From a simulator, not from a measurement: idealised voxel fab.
process module | voxel gate over fins
cross-section cut | 250 nm wide | cells 5 nm
A cross-section is a grid of square cells, given in bands from the top down. A band is one or more rows of cells.
Each band's line starts with the height of the band's top and of its bottom, in nm. Then come its materials from left to right, each with its width in nm. One material with "throughout" fills the band from edge to edge. "air" is empty space.
Height 0 is the level under which the wafer as received is all one material. The lowest band goes on downwards, as in "0 down".
A width such as "30 to 40" changes by the same amount from each row of cells to the next, from the band's top row to its bottom row.
"no change" after a step means that no cell of the cross-section changed.
closed voids: empty space of 8 cells or more with no open way to the top, each as width x height at its distance from the left edge, in nm
after a step's settings: what the simulator itself notes on the step
overlay nm, on a step with a mask: how far to the right of its planned place the mask lay; to the left if negative
plan
1 op RECEIVE | material Si
2 op CONFORMAL_DEP | material SiN | thk nm 5
3 op MASKED_ETCH | tone cover | mask id FINS | width nm 15 | pitch nm 35 | etch materials SiN | depth nm 5 | overlay nm 0
4 op MASKED_ETCH | tone cover | mask id FINS | width nm 15 | pitch nm 35 | etch materials Si | depth nm 40 | overlay nm 0
5 op FILL_DEP | material SiO2 | thk nm 15
6 op CMP | height nm 5
7 op SELECTIVE_ETCH | etch materials SiO2 | depth nm 15
8 op STRIP | etch materials SiN
9 op CONFORMAL_DEP | material HfO2 | thk nm 5
10 op CONFORMAL_DEP | material TiN | thk nm 5
11 op FILL_DEP | material W | thk nm 10
12 op CMP | height nm 15
13 op CONFORMAL_DEP | material SiN | thk nm 5
first wafer, as planned
as received, after step 1
  0 down: Si throughout
  closed voids: none
after step 2
  5 to 0: SiN throughout
  below 0: unchanged
after step 3
  5 to 0: air 100 | SiN 15 | air 20 | SiN 15 | air 100
  below 0: unchanged
after step 4
  5 to 0: air 100 | SiN 15 | air 20 | SiN 15 | air 100
  0 to -40: air 100 | Si 15 | air 20 | Si 15 | air 100
  below -40: unchanged
after step 5
  20 to 5: SiO2 throughout
  5 to 0: SiO2 100 | SiN 15 | SiO2 20 | SiN 15 | SiO2 100
  0 to -40: SiO2 100 | Si 15 | SiO2 20 | Si 15 | SiO2 100
  below -40: unchanged
after step 6
  5 to 0: SiO2 100 | SiN 15 | SiO2 20 | SiN 15 | SiO2 100
  below 0: unchanged
after step 7
  5 to 0: air 100 | SiN 15 | air 20 | SiN 15 | air 100
  0 to -10: air 100 | Si 15 | air 20 | Si 15 | air 100
  below -10: unchanged
after step 8
  0 to -10: air 100 | Si 15 | air 20 | Si 15 | air 100
  below -10: unchanged
after step 9
  5 to 0: air 95 | HfO2 25 | air 10 | HfO2 25 | air 95
  0 to -5: air 95 | HfO2 5 | Si 15 | HfO2 5 | air 10 | HfO2 5 | Si 15 | HfO2 5 | air 95
  -5 to -10: HfO2 100 | Si 15 | HfO2 20 | Si 15 | HfO2 100
  below -10: unchanged
after step 10
  10 to 5: air 90 | TiN 70 | air 90
  5 to 0: air 90 | TiN 5 | HfO2 25 | TiN 10 | HfO2 25 | TiN 5 | air 90
  0 to -5: TiN 95 | HfO2 5 | Si 15 | HfO2 5 | TiN 10 | HfO2 5 | Si 15 | HfO2 5 | TiN 95
  below -5: unchanged
after step 11
  20 to 10: W throughout
  10 to 5: W 90 | TiN 70 | W 90
  5 to 0: W 90 | TiN 5 | HfO2 25 | TiN 10 | HfO2 25 | TiN 5 | W 90
  below 0: unchanged
after step 12
  15 to 10: W throughout
  below 10: unchanged
after step 13
  20 to 15: SiN throughout
  below 15: unchanged
second wafer: like start, like plan, one mistake. Through step 6 it matches the first wafer
when step 7 should have ended
  5 to 0: air 100 | SiN 15 | air 20 | SiN 15 | air 100
  0 to -20: air 100 | Si 15 | air 20 | Si 15 | air 100
  below -20: unchanged
when step 8 should have ended
  0 to -20: air 100 | Si 15 | air 20 | Si 15 | air 100
  below -20: unchanged
when step 9 should have ended
  5 to 0: air 95 | HfO2 25 | air 10 | HfO2 25 | air 95
  0 to -15: air 95 | HfO2 5 | Si 15 | HfO2 5 | air 10 | HfO2 5 | Si 15 | HfO2 5 | air 95
  -15 to -20: HfO2 100 | Si 15 | HfO2 20 | Si 15 | HfO2 100
  below -20: unchanged
when step 10 should have ended
  10 to 5: air 90 | TiN 70 | air 90
  5 to 0: air 90 | TiN 5 | HfO2 25 | TiN 10 | HfO2 25 | TiN 5 | air 90
  0 to -10: air 90 | TiN 5 | HfO2 5 | Si 15 | HfO2 5 | TiN 10 | HfO2 5 | Si 15 | HfO2 5 | TiN 5 | air 90
  -10 to -15: TiN 95 | HfO2 5 | Si 15 | HfO2 5 | TiN 10 | HfO2 5 | Si 15 | HfO2 5 | TiN 95
  below -15: unchanged
when step 11 should have ended
  20 to 10: W throughout
  10 to 5: W 90 | TiN 70 | W 90
  5 to 0: W 90 | TiN 5 | HfO2 25 | TiN 10 | HfO2 25 | TiN 5 | W 90
  0 to -10: W 90 | TiN 5 | HfO2 5 | Si 15 | HfO2 5 | TiN 10 | HfO2 5 | Si 15 | HfO2 5 | TiN 5 | W 90
  below -10: unchanged
when step 12 should have ended
  15 to 10: W throughout
  below 10: unchanged
when step 13 should have ended
  20 to 15: SiN throughout
  below 15: unchanged
what went wrong: step 7 ran as: op SELECTIVE_ETCH | etch materials SiO2 | depth nm 25
at the end the second wafer has, in cells: 8 more of HfO2 | 88 fewer of SiO2 | 8 more of TiN | 72 more of W
